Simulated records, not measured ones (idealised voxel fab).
The document below concerns the process module designated voxel gate over fins.
Displayed cross-section: cut, width of 235 nm, square cells sized 5 nm.
A cross-section is a grid of square cells, given in bands from the top down. A band is one or more rows of cells. What a band's entry tells you: where the top is and where the bottom is, as heights in nm, and after that what lies inside, material by material from left to right, each with its width in nm. Empty space is written as the word "empty", and a single material marked with the word "all across" occupies the band from edge to edge. Counting heights begins at 0, where everything beneath is, in the wafer as received, one material. The lowest band has no bottom; it goes on downwards, as "0 down" shows. The width entry "30..40" should be interpreted row by row: the top row of cells in the band takes the first number, the bottom row takes the second number, and the change between adjacent rows is uniform throughout. Reading "everything unchanged" for a step: not a cell of the cross-section changed in it. The label "Enclosed internal voids" introduces a list of the empty spaces, 8 cells or larger, that have no open way up to the top; each entry in it reads width x height at distance, where the distance is taken from the left edge and all three are stated in nm. Read whatever lies past the settings on a step's line as the simulator's own remark about the step. overlay nm, on a step with a mask: how far to the right of its planned place the mask lay; to the left if negative.
Planned process steps:
| 1 | op RECEIVE | material Si |
| 2 | op CONFORMAL_DEP | material SiN | thk nm 10 |
| 3 | op PATTERN | tone cover | mask id FINS | material resist | width nm 15 | pitch nm 55 | thk nm 15 | overlay nm 0 |
| 4 | op DIRECTIONAL_ETCH | etch materials SiN | depth nm 10 |
| 5 | op DIRECTIONAL_ETCH | etch materials Si | depth nm 40 |
| 6 | op STRIP | etch materials resist |
| 7 | op OXIDIZE | depth nm 5 |
| 8 | op FILL_DEP | material SiO2 | thk nm 5 |
| 9 | op CMP | height nm 10 |
| 10 | op DIRECTIONAL_DEP | material aC | thk nm 15 |
| 11 | op PATTERN | tone open | mask id RAIL | material resist | width nm 15 | thk nm 30 | overlay nm 0 |
| 12 | op DIRECTIONAL_ETCH | etch materials aC | depth nm 15 |
| 13 | op STRIP | etch materials resist |
| 14 | op DIRECTIONAL_ETCH | etch materials SiO2 | depth nm 45 |
| 15 | op STRIP | etch materials aC |
| 16 | op CONFORMAL_DEP | material TiN | thk nm 5 |
| 17 | op FILL_DEP | material Ru | thk nm 10 |
| 18 | op CMP | height nm 10 |
| 19 | op SELECTIVE_ETCH | etch materials W Ru TiN | depth nm 30 |
| 20 | op FILL_DEP | material SiO2 | thk nm 5 |
| 21 | op CMP | height nm 10 |
| 22 | op SELECTIVE_ETCH | etch materials SiO2 | depth nm 25 |
| 23 | op STRIP | etch materials SiN |
| 24 | op CONFORMAL_DEP | material HfO2 | thk nm 5 |
| 25 | op CONFORMAL_DEP | material TiN | thk nm 5 |
| 26 | op FILL_DEP | material W | thk nm 10 |
| 27 | op CMP | height nm 15 |
| 28 | op CONFORMAL_DEP | material SiN | thk nm 10 |
Incoming wafer, cross-sectional view, post step 1:
  0 down | Si all across
  Enclosed internal voids: none
The module was run from the start shown above using the plan shown above, but one mistake was made doing it; the resulting wafer cross-section is below:
  20 to 15 | SiN all across
  15 to 10 | W all across
  10 to 5 | W 50, TiN 25, W 30, TiN 25, W 30, TiN 25, W 50
  5 to 0 | W 50, TiN 5, HfO2 15, TiN 5, W 30, TiN 5, HfO2 15, TiN 5, W 30, TiN 5, HfO2 15, TiN 5, W 50
  0 to -5 | W 50, TiN 5, HfO2 5, Si 5, HfO2 5, TiN 5, W 30, TiN 5, HfO2 5, Si 5, HfO2 5, TiN 5, W 30, TiN 5, HfO2 5, Si 5, HfO2 5, TiN 5, W 50
  -5 to -10 | TiN 55, HfO2 5, Si 5, HfO2 5, TiN 40, HfO2 5, Si 5, HfO2 5, TiN 40, HfO2 5, Si 5, HfO2 5, TiN 55
  -10 to -15 | HfO2 60, Si 5, HfO2 50, Si 5, HfO2 50, Si 5, HfO2 60
  -15 to -20 | SiO2 60, Si 5, SiO2 50, Si 5, SiO2 50, Si 5, SiO2 60
  -20 to -30 | SiO2 60, Si 5, SiO2 15, TiN 5, Ru 5, TiN 5, SiO2 20, Si 5, SiO2 50, Si 5, SiO2 60
  -30 to -35 | SiO2 60, Si 5, SiO2 15, TiN 15, SiO2 20, Si 5, SiO2 50, Si 5, SiO2 60
  -35 to -45 | SiO2 60, Si 5, SiO2 50, Si 5, SiO2 50, Si 5, SiO2 60
  -45 down | Si all across
  Enclosed internal voids: none
What went wrong in running the wafer? off-plan run, step 28, actual operation and settings op CONFORMAL_DEP | material SiN | thk nm 5
